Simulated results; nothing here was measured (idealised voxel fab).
This section sets out a process module, namely voxel self aligned vias.
The width of the displayed cross-section, cut, is 260 nm; its cells are square, with a size of 5 nm.
Notation: cross-section as square-cell grid; stated in bands, top first, going down; one or more cell rows per band. For a band, the entry starts with two heights in nm, that of the top and then that of the bottom, and carries on with the band's materials in order from left to right, each alongside its width in nm; the word "edge to edge" beside a single material means it fills the band edge to edge, and "air" means empty space. A quick word on heights: they are counted from 0, and under that level the wafer as it came to us is one material throughout. The lowest band is different from the rest in having no bottom; it simply continues downward, written as in "top 0, no bottom". Think of "30->40" as a width that walks from the first number to the second as you go down the band, top row to bottom row, taking equal-sized steps from row to row. The designation "no alteration", where it is given for a processing step, indicates that no cell of the cross-section was altered in the course of that step. What "Closed void catalog" gives you is every empty space of 8 cells or more that is cut off from the top. Each appears as width x height at distance, with the distance taken from the left edge and width, height and distance all in nm. Where a step's line continues beyond its settings, the continuation is a remark by the simulator itself on that step. overlay nm: step with mask; distance mask lay right of planned place; negative value = left of planned place. Quick note on how to read the rest: it's all pairs. You get the cross-section before a process step and the one after, but the after one only goes down as far as the lowest band that changed. The step in between, with its settings, sits under the pair. Heads up, the pairs can come from different runs of this module on the same starting wafer, so don't assume a pair picks up from the one above unless its "Geometry before processing" entry says it does.

Geometry before processing:
* top 35, bottom 30 = SiN edge to edge
* top 30, bottom 20 = 80 nm lowk  5 nm TiN  15 nm W  5 nm TiN  50 nm lowk  5 nm TiN  15 nm W  5 nm TiN  80 nm lowk
* top 20, bottom 15 = 80 nm lowk  25 nm TiN  50 nm lowk  25 nm TiN  80 nm lowk
* top 15, bottom 10 = SiCN edge to edge
* top 10, bottom 0 = SiO2 edge to edge
* top 0, no bottom = Si edge to edge
* Closed void catalog: none

State After Step:
* top 50, bottom 35 = lowk edge to edge
* Everything under 35 stays put, no change at all.
* Closed void catalog: none
Can you name the step between the two cross-sections above? It is DIRECTIONAL_DEP with material lowk, thk nm 15

Geometry before processing: the cross-section after the pair above

State After Step:
* top 50, bottom 35 = 70 nm lowk  45 nm air  145 nm lowk
* Everything under 35 stays put, no change at all.
* Closed void catalog: none
Can you name the step between the two cross-sections above? It is MASKED_ETCH with tone open, mask id VIAS, width nm 45, etch materials lowk, depth nm 15, overlay nm 0

Geometry before processing: the cross-section after the pair above

State After Step:
* top 50, bottom 35 = 70 nm lowk  45 nm air  145 nm lowk
* top 35, bottom 30 = 70 nm SiN  45 nm air  145 nm SiN
* Everything under 30 stays put, no change at all.
* Closed void catalog: none
Can you name the step between the two cross-sections above? It is MASKED_ETCH with tone open, mask id VIAS, width nm 45, etch materials SiN, depth nm 5, overlay nm 0

Geometry before processing: the cross-section after the pair above

State After Step:
* top 55, bottom 50 = 75 nm TiN  35 nm air  150 nm TiN
* top 50, bottom 35 = 70 nm lowk  5 nm TiN  35 nm air  5 nm TiN  145 nm lowk
* top 35, bottom 30 = 70 nm SiN  45 nm TiN  145 nm SiN
* Everything under 30 stays put, no change at all.
* Closed void catalog: none
Can you name the step between the two cross-sections above? It is CONFORMAL_DEP with material TiN, thk nm 5

Geometry before processing: the cross-section after the pair above

State After Step:
* top 60, bottom 55 = Cu edge to edge
* top 55, bottom 50 = 75 nm TiN  35 nm Cu  150 nm TiN
* top 50, bottom 35 = 70 nm lowk  5 nm TiN  35 nm Cu  5 nm TiN  145 nm lowk
* Everything under 35 stays put, no change at all.
* Closed void catalog: none
Can you name the step between the two cross-sections above? It is FILL_DEP with material Cu, thk nm 5

Geometry before processing: the cross-section after the pair above

State After Step:
* top 50, bottom 35 = 70 nm lowk  5 nm TiN  35 nm Cu  5 nm TiN  145 nm lowk
* Everything under 35 stays put, no change at all.
* Closed void catalog: none
Can you name the step between the two cross-sections above? It is CMP with height nm 50

Geometry before processing: the cross-section after the pair above

State After Step:
* top 55, bottom 50 = SiN edge to edge
* Everything under 50 stays put, no change at all.
* Closed void catalog: none
Can you name the step between the two cross-sections above? It is CONFORMAL_DEP with material SiN, thk nm 5

Geometry before processing:
* top 50, bottom 35 = aC edge to edge
* top 35, bottom 15 = lowk edge to edge
* top 15, bottom 10 = SiCN edge to edge
* top 10, bottom 0 = SiO2 edge to edge
* top 0, no bottom = Si edge to edge
* Closed void catalog: none

State After Step:
* top 85, bottom 50 = 85 nm resist  15 nm air  60 nm resist  15 nm air  85 nm resist
* Everything under 50 stays put, no change at all.
* Closed void catalog: none
Can you name the step between the two cross-sections above? It is PATTERN with tone open, mask id LINES, material resist, width nm 15, pitch nm 75, thk nm 35, overlay nm 0

Geometry before processing: the cross-section after the pair above

State After Step:
* top 70, bottom 50 = 85 nm resist  15 nm air  60 nm resist  15 nm air  85 nm resist
* top 50, bottom 35 = 85 nm aC  15 nm air  60 nm aC  15 nm air  85 nm aC
* Everything under 35 stays put, no change at all.
* Closed void catalog: none
Can you name the step between the two cross-sections above? It is DIRECTIONAL_ETCH with etch materials aC, depth nm 15

Geometry before processing: the cross-section after the pair above

State After Step:
* top 50, bottom 35 = 85 nm aC  15 nm air  60 nm aC  15 nm air  85 nm aC
* Everything under 35 stays put, no change at all.
* Closed void catalog: none
Can you name the step between the two cross-sections above? It is STRIP with etch materials resist

Geometry before processing: the cross-section after the pair above

State After Step:
* top 50, bottom 35 = 85 nm aC  15 nm air  60 nm aC  15 nm air  85 nm aC
* top 35, bottom 15 = 85 nm lowk  15 nm air  60 nm lowk  15 nm air  85 nm lowk
* Everything under 15 stays put, no change at all.
* Closed void catalog: none
Can you name the step between the two cross-sections above? It is DIRECTIONAL_ETCH with etch materials lowk, depth nm 20

Geometry before processing: the cross-section after the pair above

State After Step:
* top 35, bottom 15 = 85 nm lowk  15 nm air  60 nm lowk  15 nm air  85 nm lowk
* Everything under 15 stays put, no change at all.
* Closed void catalog: none
Can you name the step between the two cross-sections above? It is STRIP with etch materials aC

Geometry before processing: the cross-section after the pair above

State After Step:
* top 40, bottom 35 = 90 nm TiN  5 nm air  70 nm TiN  5 nm air  90 nm TiN
* top 35, bottom 20 = 85 nm lowk  5 nm TiN  5 nm air  5 nm TiN  60 nm lowk  5 nm TiN  5 nm air  5 nm TiN  85 nm lowk
* top 20, bottom 15 = 85 nm lowk  15 nm TiN  60 nm lowk  15 nm TiN  85 nm lowk
* Everything under 15 stays put, no change at all.
* Closed void catalog: none
Can you name the step between the two cross-sections above? It is CONFORMAL_DEP with material TiN, thk nm 5

Geometry before processing: the cross-section after the pair above

State After Step:
* top 50, bottom 40 = W edge to edge
* top 40, bottom 35 = 90 nm TiN  5 nm W  70 nm TiN  5 nm W  90 nm TiN
* top 35, bottom 20 = 85 nm lowk  5 nm TiN  5 nm W  5 nm TiN  60 nm lowk  5 nm TiN  5 nm W  5 nm TiN  85 nm lowk
* Everything under 20 stays put, no change at all.
* Closed void catalog: none
Can you name the step between the two cross-sections above? It is FILL_DEP with material W, thk nm 10

Geometry before processing: the cross-section after the pair above

State After Step:
* top 35, bottom 20 = 85 nm lowk  5 nm TiN  5 nm W  5 nm TiN  60 nm lowk  5 nm TiN  5 nm W  5 nm TiN  85 nm lowk
* Everything under 20 stays put, no change at all.
* Closed void catalog: none
Can you name the step between the two cross-sections above? It is CMP with height nm 35

Geometry before processing: the cross-section after the pair above

State After Step:
* top 35, bottom 30 = 85 nm lowk  15 nm air  60 nm lowk  15 nm air  85 nm lowk
* Everything under 30 stays put, no change at all.
* Closed void catalog: none
Can you name the step between the two cross-sections above? It is SELECTIVE_ETCH with etch materials W Ru TiN, depth nm 5

Geometry before processing: the cross-section after the pair above

State After Step:
* top 45, bottom 35 = SiN edge to edge
* top 35, bottom 30 = 85 nm lowk  15 nm SiN  60 nm lowk  15 nm SiN  85 nm lowk
* Everything under 30 stays put, no change at all.
* Closed void catalog: none
Can you name the step between the two cross-sections above? It is FILL_DEP with material SiN, thk nm 10

Geometry before processing: the cross-section after the pair above

State After Step:
* top 35, bottom 30 = 85 nm lowk  15 nm SiN  60 nm lowk  15 nm SiN  85 nm lowk
* Everything under 30 stays put, no change at all.
* Closed void catalog: none
Can you name the step between the two cross-sections above? It is CMP with height nm 35

Geometry before processing: the cross-section after the pair above

State After Step:
* top 50, bottom 35 = lowk edge to edge
* Everything under 35 stays put, no change at all.
* Closed void catalog: none
Can you name the step between the two cross-sections above? It is DIRECTIONAL_DEP with material lowk, thk nm 15

Geometry before processing: the cross-section after the pair above

State After Step:
* top 50, bottom 35 = 70 nm lowk  45 nm air  145 nm lowk
* Everything under 35 stays put, no change at all.
* Closed void catalog: none
Can you name the step between the two cross-sections above? It is MASKED_ETCH with tone open, mask id VIAS, width nm 45, etch materials lowk, depth nm 15, overlay nm 0

Geometry before processing: the cross-section after the pair above

State After Step:
* top 50, bottom 35 = 70 nm lowk  45 nm air  145 nm lowk
* top 35, bottom 30 = 85 nm lowk  15 nm air  60 nm lowk  15 nm SiN  85 nm lowk
* Everything under 30 stays put, no change at all.
* Closed void catalog: none
Can you name the step between the two cross-sections above? It is MASKED_ETCH with tone open, mask id VIAS, width nm 45, etch materials SiN, depth nm 5, overlay nm 0

Geometry before processing: the cross-section after the pair above

State After Step:
* top 55, bottom 50 = 75 nm TiN  35 nm air  150 nm TiN
* top 50, bottom 40 = 70 nm lowk  5 nm TiN  35 nm air  5 nm TiN  145 nm lowk
* top 40, bottom 35 = 70 nm lowk  20 nm TiN  5 nm air  20 nm TiN  145 nm lowk
* top 35, bottom 30 = 85 nm lowk  15 nm TiN  60 nm lowk  15 nm SiN  85 nm lowk
* Everything under 30 stays put, no change at all.
* Closed void catalog: none
Can you name the step between the two cross-sections above? It is CONFORMAL_DEP with material TiN, thk nm 5

Geometry before processing: the cross-section after the pair above

State After Step:
* top 60, bottom 55 = Cu edge to edge
* top 55, bottom 50 = 75 nm TiN  35 nm Cu  150 nm TiN
* top 50, bottom 40 = 70 nm lowk  5 nm TiN  35 nm Cu  5 nm TiN  145 nm lowk
* top 40, bottom 35 = 70 nm lowk  20 nm TiN  5 nm Cu  20 nm TiN  145 nm lowk
* Everything under 35 stays put, no change at all.
* Closed void catalog: none
Can you name the step between the two cross-sections above? It is FILL_DEP with material Cu, thk nm 5

Geometry before processing: the cross-section after the pair above

State After Step:
* top 50, bottom 40 = 70 nm lowk  5 nm TiN  35 nm Cu  5 nm TiN  145 nm lowk
* Everything under 40 stays put, no change at all.
* Closed void catalog: none
Can you name the step between the two cross-sections above? It is CMP with height nm 50

Geometry before processing: the cross-section after the pair above

State After Step:
* top 55, bottom 50 = SiN edge to edge
* Everything under 50 stays put, no change at all.
* Closed void catalog: none
Can you name the step between the two cross-sections above? It is CONFORMAL_DEP with material SiN, thk nm 5

Geometry before processing:
* top 50, bottom 35 = lowk edge to edge
* top 35, bottom 30 = 80 nm lowk  25 nm SiN  50 nm lowk  25 nm SiN  80 nm lowk
* top 30, bottom 20 = 80 nm lowk  5 nm TiN  15 nm W  5 nm TiN  50 nm lowk  5 nm TiN  15 nm W  5 nm TiN  80 nm lowk
* top 20, bottom 15 = 80 nm lowk  25 nm TiN  50 nm lowk  25 nm TiN  80 nm lowk
* top 15, bottom 10 = SiCN edge to edge
* top 10, bottom 0 = SiO2 edge to edge
* top 0, no bottom = Si edge to edge
* Closed void catalog: none

State After Step:
* top 50, bottom 35 = 60 nm lowk  45 nm air  155 nm lowk
* Everything under 35 stays put, no change at all.
* Closed void catalog: none
Can you name the step between the two cross-sections above? It is MASKED_ETCH with tone open, mask id VIAS, width nm 45, etch materials lowk, depth nm 15, overlay nm -10

Geometry before processing: the cross-section after the pair above

State After Step:
* top 50, bottom 35 = 60 nm lowk  45 nm air  155 nm lowk
* top 35, bottom 30 = 80 nm lowk  25 nm air  50 nm lowk  25 nm SiN  80 nm lowk
* Everything under 30 stays put, no change at all.
* Closed void catalog: none
Can you name the step between the two cross-sections above? It is MASKED_ETCH with tone open, mask id VIAS, width nm 45, etch materials SiN, depth nm 5, overlay nm 0

Geometry before processing: the cross-section after the pair above

State After Step:
* top 55, bottom 50 = 65 nm TiN  35 nm air  160 nm TiN
* top 50, bottom 40 = 60 nm lowk  5 nm TiN  35 nm air  5 nm TiN  155 nm lowk
* top 40, bottom 35 = 60 nm lowk  25 nm TiN  15 nm air  5 nm TiN  155 nm lowk
* top 35, bottom 30 = 80 nm lowk  25 nm TiN  50 nm lowk  25 nm SiN  80 nm lowk
* Everything under 30 stays put, no change at all.
* Closed void catalog: none
Can you name the step between the two cross-sections above? It is CONFORMAL_DEP with material TiN, thk nm 5

Geometry before processing: the cross-section after the pair above

State After Step:
* top 60, bottom 55 = Cu edge to edge
* top 55, bottom 50 = 65 nm TiN  35 nm Cu  160 nm TiN
* top 50, bottom 40 = 60 nm lowk  5 nm TiN  35 nm Cu  5 nm TiN  155 nm lowk
* top 40, bottom 35 = 60 nm lowk  25 nm TiN  15 nm Cu  5 nm TiN  155 nm lowk
* Everything under 35 stays put, no change at all.
* Closed void catalog: none
Can you name the step between the two cross-sections above? It is FILL_DEP with material Cu, thk nm 5

Geometry before processing: the cross-section after the pair above

State After Step:
* top 50, bottom 40 = 60 nm lowk  5 nm TiN  35 nm Cu  5 nm TiN  155 nm lowk
* Everything under 40 stays put, no change at all.
* Closed void catalog: none
Can you name the step between the two cross-sections above? It is CMP with height nm 50

Geometry before processing: the cross-section after the pair above

State After Step:
* top 55, bottom 50 = SiN edge to edge
* Everything under 50 stays put, no change at all.
* Closed void catalog: none
Can you name the step between the two cross-sections above? It is CONFORMAL_DEP with material SiN, thk nm 5

Geometry before processing:
* top 15, bottom 10 = SiCN edge to edge
* top 10, bottom 0 = SiO2 edge to edge
* top 0, no bottom = Si edge to edge
* Closed void catalog: none

State After Step:
* top 35, bottom 15 = W edge to edge
* Everything under 15 stays put, no change at all.
* Closed void catalog: none
Can you name the step between the two cross-sections above? It is DIRECTIONAL_DEP with material W, thk nm 20

Geometry before processing: the cross-section after the pair above

State After Step:
* top 50, bottom 35 = aC edge to edge
* Everything under 35 stays put, no change at all.
* Closed void catalog: none
Can you name the step between the two cross-sections above? It is DIRECTIONAL_DEP with material aC, thk nm 15

Geometry before processing: the cross-section after the pair above

State After Step:
* top 85, bottom 50 = 80 nm resist  25 nm air  50 nm resist  25 nm air  80 nm resist
* Everything under 50 stays put, no change at all.
* Closed void catalog: none
Can you name the step between the two cross-sections above? It is PATTERN with tone open, mask id LINES, material resist, width nm 25, pitch nm 75, thk nm 35, overlay nm 0

Geometry before processing: the cross-section after the pair above

State After Step:
* top 70, bottom 50 = 80 nm resist  25 nm air  50 nm resist  25 nm air  80 nm resist
* top 50, bottom 35 = 80 nm aC  25 nm air  50 nm aC  25 nm air  80 nm aC
* Everything under 35 stays put, no change at all.
* Closed void catalog: none
Can you name the step between the two cross-sections above? It is DIRECTIONAL_ETCH with etch materials aC, depth nm 15

Geometry before processing: the cross-section after the pair above

State After Step:
* top 50, bottom 35 = 80 nm aC  25 nm air  50 nm aC  25 nm air  80 nm aC
* Everything under 35 stays put, no change at all.
* Closed void catalog: none
Can you name the step between the two cross-sections above? It is STRIP with etch materials resist

Geometry before processing: the cross-section after the pair above

State After Step:
* top 35, bottom 15 = W edge to edge
* Everything under 15 stays put, no change at all.
* Closed void catalog: none
Can you name the step between the two cross-sections above? It is STRIP with etch materials aC

Geometry before processing: the cross-section after the pair above

State After Step:
* top 40, bottom 35 = TiN edge to edge
* Everything under 35 stays put, no change at all.
* Closed void catalog: none
Can you name the step between the two cross-sections above? It is CONFORMAL_DEP with material TiN, thk nm 5

Geometry before processing: the cross-section after the pair above

State After Step:
* top 50, bottom 40 = W edge to edge
* Everything under 40 stays put, no change at all.
* Closed void catalog: none
Can you name the step between the two cross-sections above? It is FILL_DEP with material W, thk nm 10

Geometry before processing: the cross-section after the pair above

State After Step:
* top 35, bottom 15 = W edge to edge
* Everything under 15 stays put, no change at all.
* Closed void catalog: none
Can you name the step between the two cross-sections above? It is CMP with height nm 35

Geometry before processing: the cross-section after the pair above

State After Step:
* top 30, bottom 15 = W edge to edge
* Everything under 15 stays put, no change at all.
* Closed void catalog: none
Can you name the step between the two cross-sections above? It is SELECTIVE_ETCH with etch materials W Ru TiN, depth nm 5

Geometry before processing: the cross-section after the pair above

State After Step:
* top 40, bottom 30 = SiN edge to edge
* Everything under 30 stays put, no change at all.
* Closed void catalog: none
Can you name the step between the two cross-sections above? It is FILL_DEP with material SiN, thk nm 10

Geometry before processing: the cross-section after the pair above

State After Step:
* top 35, bottom 30 = SiN edge to edge
* Everything under 30 stays put, no change at all.
* Closed void catalog: none
Can you name the step between the two cross-sections above? It is CMP with height nm 35

Geometry before processing: the cross-section after the pair above

State After Step:
* top 50, bottom 35 = lowk edge to edge
* Everything under 35 stays put, no change at all.
* Closed void catalog: none
Can you name the step between the two cross-sections above? It is DIRECTIONAL_DEP with material lowk, thk nm 15

Geometry before processing: the cross-section after the pair above

State After Step:
* top 50, bottom 35 = 70 nm lowk  45 nm air  145 nm lowk
* Everything under 35 stays put, no change at all.
* Closed void catalog: none
Can you name the step between the two cross-sections above? It is MASKED_ETCH with tone open, mask id VIAS, width nm 45, etch materials lowk, depth nm 15, overlay nm 0

Geometry before processing: the cross-section after the pair above

State After Step:
* top 50, bottom 35 = 70 nm lowk  45 nm air  145 nm lowk
* top 35, bottom 30 = 70 nm SiN  45 nm air  145 nm SiN
* Everything under 30 stays put, no change at all.
* Closed void catalog: none
Can you name the step between the two cross-sections above? It is MASKED_ETCH with tone open, mask id VIAS, width nm 45, etch materials SiN, depth nm 5, overlay nm 0

Geometry before processing: the cross-section after the pair above

State After Step:
* top 55, bottom 50 = 75 nm TiN  35 nm air  150 nm TiN
* top 50, bottom 35 = 70 nm lowk  5 nm TiN  35 nm air  5 nm TiN  145 nm lowk
* top 35, bottom 30 = 70 nm SiN  45 nm TiN  145 nm SiN
* Everything under 30 stays put, no change at all.
* Closed void catalog: none
Can you name the step between the two cross-sections above? It is CONFORMAL_DEP with material TiN, thk nm 5

Geometry before processing: the cross-section after the pair above

State After Step:
* top 60, bottom 55 = Cu edge to edge
* top 55, bottom 50 = 75 nm TiN  35 nm Cu  150 nm TiN
* top 50, bottom 35 = 70 nm lowk  5 nm TiN  35 nm Cu  5 nm TiN  145 nm lowk
* Everything under 35 stays put, no change at all.
* Closed void catalog: none
Can you name the step between the two cross-sections above? It is FILL_DEP with material Cu, thk nm 5

Geometry before processing: the cross-section after the pair above

State After Step:
* top 50, bottom 35 = 70 nm lowk  5 nm TiN  35 nm Cu  5 nm TiN  145 nm lowk
* Everything under 35 stays put, no change at all.
* Closed void catalog: none
Can you name the step between the two cross-sections above? It is CMP with height nm 50

Geometry before processing: the cross-section after the pair above

State After Step:
* top 55, bottom 50 = SiN edge to edge
* Everything under 50 stays put, no change at all.
* Closed void catalog: none
Can you name the step between the two cross-sections above? It is CONFORMAL_DEP with material SiN, thk nm 5

Geometry before processing:
* top 50, bottom 35 = aC edge to edge
* top 35, bottom 15 = lowk edge to edge
* top 15, bottom 10 = SiCN edge to edge
* top 10, bottom 0 = SiO2 edge to edge
* top 0, no bottom = Si edge to edge
* Closed void catalog: none

State After Step:
* top 85, bottom 50 = 80 nm air  25 nm resist  50 nm air  25 nm resist  80 nm air
* Everything under 50 stays put, no change at all.
* Closed void catalog: none
Can you name the step between the two cross-sections above? It is PATTERN with tone cover, mask id LINES, material resist, width nm 25, pitch nm 75, thk nm 35, overlay nm 0

Geometry before processing: the cross-section after the pair above

State After Step:
* top 70, bottom 50 = 80 nm air  25 nm resist  50 nm air  25 nm resist  80 nm air
* top 50, bottom 35 = 80 nm air  25 nm aC  50 nm air  25 nm aC  80 nm air
* Everything under 35 stays put, no change at all.
* Closed void catalog: none
Can you name the step between the two cross-sections above? It is DIRECTIONAL_ETCH with etch materials aC, depth nm 15

Geometry before processing: the cross-section after the pair above

State After Step:
* top 50, bottom 35 = 80 nm air  25 nm aC  50 nm air  25 nm aC  80 nm air
* Everything under 35 stays put, no change at all.
* Closed void catalog: none
Can you name the step between the two cross-sections above? It is STRIP with etch materials resist

Geometry before processing: the cross-section after the pair above

State After Step:
* top 50, bottom 35 = 80 nm air  25 nm aC  50 nm air  25 nm aC  80 nm air
* top 35, bottom 15 = 80 nm air  25 nm lowk  50 nm air  25 nm lowk  80 nm air
* Everything under 15 stays put, no change at all.
* Closed void catalog: none
Can you name the step between the two cross-sections above? It is DIRECTIONAL_ETCH with etch materials lowk, depth nm 20

Geometry before processing: the cross-section after the pair above

State After Step:
* top 35, bottom 15 = 80 nm air  25 nm lowk  50 nm air  25 nm lowk  80 nm air
* Everything under 15 stays put, no change at all.
* Closed void catalog: none
Can you name the step between the two cross-sections above? It is STRIP with etch materials aC

Geometry before processing: the cross-section after the pair above

State After Step:
* top 40, bottom 35 = 75 nm air  35 nm TiN  40 nm air  35 nm TiN  75 nm air
* top 35, bottom 20 = 75 nm air  5 nm TiN  25 nm lowk  5 nm TiN  40 nm air  5 nm TiN  25 nm lowk  5 nm TiN  75 nm air
* top 20, bottom 15 = 80 nm TiN  25 nm lowk  50 nm TiN  25 nm lowk  80 nm TiN
* Everything under 15 stays put, no change at all.
* Closed void catalog: none
Can you name the step between the two cross-sections above? It is CONFORMAL_DEP with material TiN, thk nm 5

Geometry before processing: the cross-section after the pair above

State After Step:
* top 50, bottom 40 = W edge to edge
* top 40, bottom 35 = 75 nm W  35 nm TiN  40 nm W  35 nm TiN  75 nm W
* top 35, bottom 20 = 75 nm W  5 nm TiN  25 nm lowk  5 nm TiN  40 nm W  5 nm TiN  25 nm lowk  5 nm TiN  75 nm W
* Everything under 20 stays put, no change at all.
* Closed void catalog: none
Can you name the step between the two cross-sections above? It is FILL_DEP with material W, thk nm 10

Geometry before processing: the cross-section after the pair above

State After Step:
* top 35, bottom 20 = 75 nm W  5 nm TiN  25 nm lowk  5 nm TiN  40 nm W  5 nm TiN  25 nm lowk  5 nm TiN  75 nm W
* Everything under 20 stays put, no change at all.
* Closed void catalog: none
Can you name the step between the two cross-sections above? It is CMP with height nm 35

Geometry before processing: the cross-section after the pair above

State After Step:
* top 35, bottom 30 = 80 nm air  25 nm lowk  50 nm air  25 nm lowk  80 nm air
* Everything under 30 stays put, no change at all.
* Closed void catalog: none
Can you name the step between the two cross-sections above? It is SELECTIVE_ETCH with etch materials W Ru TiN, depth nm 5

Geometry before processing: the cross-section after the pair above

State After Step:
* top 45, bottom 35 = SiN edge to edge
* top 35, bottom 30 = 80 nm SiN  25 nm lowk  50 nm SiN  25 nm lowk  80 nm SiN
* Everything under 30 stays put, no change at all.
* Closed void catalog: none
Can you name the step between the two cross-sections above? It is FILL_DEP with material SiN, thk nm 10

Geometry before processing: the cross-section after the pair above

State After Step:
* top 35, bottom 30 = 80 nm SiN  25 nm lowk  50 nm SiN  25 nm lowk  80 nm SiN
* Everything under 30 stays put, no change at all.
* Closed void catalog: none
Can you name the step between the two cross-sections above? It is CMP with height nm 35

Geometry before processing: the cross-section after the pair above

State After Step:
* top 50, bottom 35 = lowk edge to edge
* Everything under 35 stays put, no change at all.
* Closed void catalog: none
Can you name the step between the two cross-sections above? It is DIRECTIONAL_DEP with material lowk, thk nm 15

Geometry before processing: the cross-section after the pair above

State After Step:
* top 50, bottom 35 = 70 nm lowk  45 nm air  145 nm lowk
* Everything under 35 stays put, no change at all.
* Closed void catalog: none
Can you name the step between the two cross-sections above? It is MASKED_ETCH with tone open, mask id VIAS, width nm 45, etch materials lowk, depth nm 15, overlay nm 0

Geometry before processing: the cross-section after the pair above

State After Step:
* top 50, bottom 35 = 70 nm lowk  45 nm air  145 nm lowk
* top 35, bottom 30 = 70 nm SiN  10 nm air  25 nm lowk  10 nm air  40 nm SiN  25 nm lowk  80 nm SiN
* Everything under 30 stays put, no change at all.
* Closed void catalog: none
Can you name the step between the two cross-sections above? It is MASKED_ETCH with tone open, mask id VIAS, width nm 45, etch materials SiN, depth nm 5, overlay nm 0

Geometry before processing: the cross-section after the pair above

State After Step:
* top 55, bottom 50 = 75 nm TiN  35 nm air  150 nm TiN
* top 50, bottom 40 = 70 nm lowk  5 nm TiN  35 nm air  5 nm TiN  145 nm lowk
* top 40, bottom 35 = 70 nm lowk  45 nm TiN  145 nm lowk
* top 35, bottom 30 = 70 nm SiN  10 nm TiN  25 nm lowk  10 nm TiN  40 nm SiN  25 nm lowk  80 nm SiN
* Everything under 30 stays put, no change at all.
* Closed void catalog: none
Can you name the step between the two cross-sections above? It is CONFORMAL_DEP with material TiN, thk nm 5

Geometry before processing: the cross-section after the pair above

State After Step:
* top 60, bottom 55 = Cu edge to edge
* top 55, bottom 50 = 75 nm TiN  35 nm Cu  150 nm TiN
* top 50, bottom 40 = 70 nm lowk  5 nm TiN  35 nm Cu  5 nm TiN  145 nm lowk
* Everything under 40 stays put, no change at all.
* Closed void catalog: none
Can you name the step between the two cross-sections above? It is FILL_DEP with material Cu, thk nm 5

Geometry before processing: the cross-section after the pair above

State After Step:
* top 50, bottom 40 = 70 nm lowk  5 nm TiN  35 nm Cu  5 nm TiN  145 nm lowk
* Everything under 40 stays put, no change at all.
* Closed void catalog: none
Can you name the step between the two cross-sections above? It is CMP with height nm 50

Geometry before processing: the cross-section after the pair above

State After Step:
* top 55, bottom 50 = SiN edge to edge
* Everything under 50 stays put, no change at all.
* Closed void catalog: none
Can you name the step between the two cross-sections above? It is CONFORMAL_DEP with material SiN, thk nm 5
